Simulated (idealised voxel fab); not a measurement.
The process module presented herein is designated voxel double patterning.
290 nm wide, 5 nm square cells: that's cross-section cut.
We lay out every cross-section as a grid of square cells and spell it out in bands from the top down, where one band means one or more rows of cells.
First you get the band's top height and its bottom height, in nm, and then the materials it's made of, left to right, with each width in nm. If you see a single material with "everywhere", that one covers the band edge to edge. "empty" is empty space.
Heads up on the height convention: 0 is the point under which the incoming wafer is all one material, and the lowest band has no bottom, it just keeps going down, like "0 down".
The expression "30->40" gives the width at the extremes of the band, the first number at its top row of cells and the second at its bottom row, with the width changing by equal amounts from each row to the next in between.
Step note "no modification" = no cross-section cell changed.
The label "Fully closed voids" introduces a list of the empty spaces, 8 cells or larger, that have no open way up to the top; each entry in it reads width x height at distance, where the distance is taken from the left edge and all three are stated in nm.
Post-settings text on a step line: simulator's own remark regarding the step.
For masked steps, "overlay nm" on the step line gives how far right of plan the mask actually lay; a minus sign means it lay to the left.

-- The steps planned for the process are as follows
1) RECEIVE: material Si
2) CONFORMAL_DEP: material SiN, thk nm 5
3) DIRECTIONAL_DEP: material SiO2, thk nm 15
4) DIRECTIONAL_DEP: material SiCN, thk nm 5
5) DIRECTIONAL_DEP: material aC, thk nm 10
6) PATTERN: tone open, mask id FIRST, material resist, width nm 15, pitch nm 50, thk nm 30, overlay nm 0
7) DIRECTIONAL_ETCH: etch materials aC, depth nm 10
8) STRIP: etch materials resist
9) DIRECTIONAL_ETCH: etch materials SiCN, depth nm 5
10) STRIP: etch materials aC
11) PATTERN: tone open, mask id SECOND, material resist, width nm 15, thk nm 20, overlay nm 0
12) DIRECTIONAL_ETCH: etch materials SiCN, depth nm 5
13) STRIP: etch materials resist
14) DIRECTIONAL_ETCH: etch materials SiO2, depth nm 15
15) STRIP: etch materials SiCN

-- Wafer cross-section on receipt, i.e. after step 1
0 down | Si everywhere
Fully closed voids: none

-- Post-module cross-section of the first of two wafers (run per plan)
20 to 5 | SiO2 110 nm / empty 15 nm / SiO2 10 nm / empty 15 nm / SiO2 10 nm / empty 15 nm / SiO2 115 nm
5 to 0 | SiN everywhere
0 down | Si everywhere
Fully closed voids: none

-- This cross-section belongs to the second wafer of two at the end of the module; the start and the plan were shared with the first, and the run included one mistake
20 to 5 | SiO2 110 nm / empty 20 nm / SiO2 5 nm / empty 15 nm / SiO2 10 nm / empty 20 nm / SiO2 110 nm
5 to 0 | SiN everywhere
0 down | Si everywhere
Fully closed voids: none
Which mistake was made when the wafer was run? step 6 changed vs plan, executed as PATTERN: tone open, mask id FIRST, material resist, width nm 20, pitch nm 50, thk nm 30, overlay nm 0
Upon completion, the second wafer contains, in terms of cells, a greater or smaller amount of certain materials than the first wafer: -6 SiO2
